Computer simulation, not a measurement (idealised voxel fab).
Process module under the name voxel plated lines
This is section cut - it's 235 nm across, gridded in 5 nm square cells.
A cross-section in this document is a grid of square cells, and it is written down as bands, the top band listed before the ones below it; a band is made up of one or more rows of cells. This entry defines a band. It first specifies the height of the band's top and the height of its bottom in nm, and then specifies the band's materials from left to right, stating each material with its width in nm. The word "throughout" identifies a single material that fills the band from edge to edge, while the word "air" identifies empty space. Note: height 0 marks the level under which the wafer is uniformly one material as received. Lowest band unbounded below, written "0..down". The expression "30 to 40" gives the width at the extremes of the band, the first number at its top row of cells and the second at its bottom row, with the width changing by equal amounts from each row to the next in between. When a step is marked "no modification", none of the cells in the cross-section changed during that step. "Internal closed voids" contains a list of empty spaces, each no smaller than 8 cells and without an open way to the top, written in the form width x height at distance with the distance from the left edge and all three in nm. Where a step's line continues beyond its settings, the continuation is a remark by the simulator itself on that step. overlay nm, on a step with a mask: how far to the right of its planned place the mask lay; to the left if negative.

This section lists the process steps that were planned
step 1: RECEIVE, material Si
step 2: CONFORMAL_DEP, material Al2O3, thk nm 5
step 3: DIRECTIONAL_DEP, material TiN, thk nm 5
step 4: PATTERN, tone open, mask id LINES, material resist, width nm 25, pitch nm 55, thk nm 30, overlay nm 0
step 5: EPI, material Ru, thk nm 5
step 6: EPI, material Ru, thk nm 5
step 7: STRIP, etch materials resist
step 8: DIRECTIONAL_ETCH, etch materials TiN, depth nm 5
step 9: CONFORMAL_DEP, material SiN, thk nm 10

First of two wafers, with the run carried out as planned

Received-state cross-section, reflecting completion of step 1
- 0..down  Si throughout
- Internal closed voids: none

So this is the wafer cross-section right after step 2
- 5..0  Al2O3 throughout
- Below 0, no change.

So this is the wafer cross-section right after step 3
- 10..5  TiN throughout
- Below 5, no change.

So this is the wafer cross-section right after step 4
- 40..10  20 nm resist | 25 nm air | 30 nm resist | 25 nm air | 30 nm resist | 25 nm air | 30 nm resist | 25 nm air | 25 nm resist
- Below 10, no change.

So this is the wafer cross-section right after step 5
- 40..15  20 nm resist | 25 nm air | 30 nm resist | 25 nm air | 30 nm resist | 25 nm air | 30 nm resist | 25 nm air | 25 nm resist
- 15..10  20 nm resist | 25 nm Ru | 30 nm resist | 25 nm Ru | 30 nm resist | 25 nm Ru | 30 nm resist | 25 nm Ru | 25 nm resist
- Below 10, no change.

So this is the wafer cross-section right after step 6
- 40..20  20 nm resist | 25 nm air | 30 nm resist | 25 nm air | 30 nm resist | 25 nm air | 30 nm resist | 25 nm air | 25 nm resist
- 20..10  20 nm resist | 25 nm Ru | 30 nm resist | 25 nm Ru | 30 nm resist | 25 nm Ru | 30 nm resist | 25 nm Ru | 25 nm resist
- Below 10, no change.

So this is the wafer cross-section right after step 7
- 20..10  20 nm air | 25 nm Ru | 30 nm air | 25 nm Ru | 30 nm air | 25 nm Ru | 30 nm air | 25 nm Ru | 25 nm air
- Below 10, no change.

So this is the wafer cross-section right after step 8
- 20..10  20 nm air | 25 nm Ru | 30 nm air | 25 nm Ru | 30 nm air | 25 nm Ru | 30 nm air | 25 nm Ru | 25 nm air
- 10..5  20 nm air | 25 nm TiN | 30 nm air | 25 nm TiN | 30 nm air | 25 nm TiN | 30 nm air | 25 nm TiN | 25 nm air
- Below 5, no change.

So this is the wafer cross-section right after step 9
- 30..20  10 nm air | 45 nm SiN | 10 nm air | 45 nm SiN | 10 nm air | 45 nm SiN | 10 nm air | 45 nm SiN | 15 nm air
- 20..15  10 nm air | 10 nm SiN | 25 nm Ru | 10 nm SiN | 10 nm air | 10 nm SiN | 25 nm Ru | 10 nm SiN | 10 nm air | 10 nm SiN | 25 nm Ru | 10 nm SiN | 10 nm air | 10 nm SiN | 25 nm Ru | 10 nm SiN | 15 nm air
- 15..10  20 nm SiN | 25 nm Ru | 30 nm SiN | 25 nm Ru | 30 nm SiN | 25 nm Ru | 30 nm SiN | 25 nm Ru | 25 nm SiN
- 10..5  20 nm SiN | 25 nm TiN | 30 nm SiN | 25 nm TiN | 30 nm SiN | 25 nm TiN | 30 nm SiN | 25 nm TiN | 25 nm SiN
- Below 5, no change.

Wafer two. Same start, same plan, one slip in execution. Same as wafer one through step 3, inclusive

Cross-section, second wafer, at the end time the plan gives for step 4
- 40..10  20 nm air | 25 nm resist | 30 nm air | 25 nm resist | 30 nm air | 25 nm resist | 30 nm air | 25 nm resist | 25 nm air
- Below 10, no change.

Cross-section, second wafer, at the end time the plan gives for step 5
- 40..15  20 nm air | 25 nm resist | 30 nm air | 25 nm resist | 30 nm air | 25 nm resist | 30 nm air | 25 nm resist | 25 nm air
- 15..10  20 nm Ru | 25 nm resist | 30 nm Ru | 25 nm resist | 30 nm Ru | 25 nm resist | 30 nm Ru | 25 nm resist | 25 nm Ru
- Below 10, no change.

Cross-section, second wafer, at the end time the plan gives for step 6
- 40..20  20 nm air | 25 nm resist | 30 nm air | 25 nm resist | 30 nm air | 25 nm resist | 30 nm air | 25 nm resist | 25 nm air
- 20..10  20 nm Ru | 25 nm resist | 30 nm Ru | 25 nm resist | 30 nm Ru | 25 nm resist | 30 nm Ru | 25 nm resist | 25 nm Ru
- Below 10, no change.

Cross-section, second wafer, at the end time the plan gives for step 7
- 20..10  20 nm Ru | 25 nm air | 30 nm Ru | 25 nm air | 30 nm Ru | 25 nm air | 30 nm Ru | 25 nm air | 25 nm Ru
- Below 10, no change.

Cross-section, second wafer, at the end time the plan gives for step 8
- 20..10  20 nm Ru | 25 nm air | 30 nm Ru | 25 nm air | 30 nm Ru | 25 nm air | 30 nm Ru | 25 nm air | 25 nm Ru
- 10..5  20 nm TiN | 25 nm air | 30 nm TiN | 25 nm air | 30 nm TiN | 25 nm air | 30 nm TiN | 25 nm air | 25 nm TiN
- Below 5, no change.

Cross-section, second wafer, at the end time the plan gives for step 9
- 30..20  30 nm SiN | 5 nm air | 50 nm SiN | 5 nm air | 50 nm SiN | 5 nm air | 50 nm SiN | 5 nm air | 35 nm SiN
- 20..15  20 nm Ru | 10 nm SiN | 5 nm air | 10 nm SiN | 30 nm Ru | 10 nm SiN | 5 nm air | 10 nm SiN | 30 nm Ru | 10 nm SiN | 5 nm air | 10 nm SiN | 30 nm Ru | 10 nm SiN | 5 nm air | 10 nm SiN | 25 nm Ru
- 15..10  20 nm Ru | 25 nm SiN | 30 nm Ru | 25 nm SiN | 30 nm Ru | 25 nm SiN | 30 nm Ru | 25 nm SiN | 25 nm Ru
- 10..5  20 nm TiN | 25 nm SiN | 30 nm TiN | 25 nm SiN | 30 nm TiN | 25 nm SiN | 30 nm TiN | 25 nm SiN | 25 nm TiN
- Below 5, no change.
Deviation noted in wafer processing: step 4 was not run as planned; what actually ran was PATTERN, tone cover, mask id LINES, material resist, width nm 25, pitch nm 55, thk nm 30, overlay nm 0
Upon completion, the second wafer contains, in terms of cells, a greater or smaller amount of certain materials than the first wafer: Ru: 14 more | TiN: 7 more
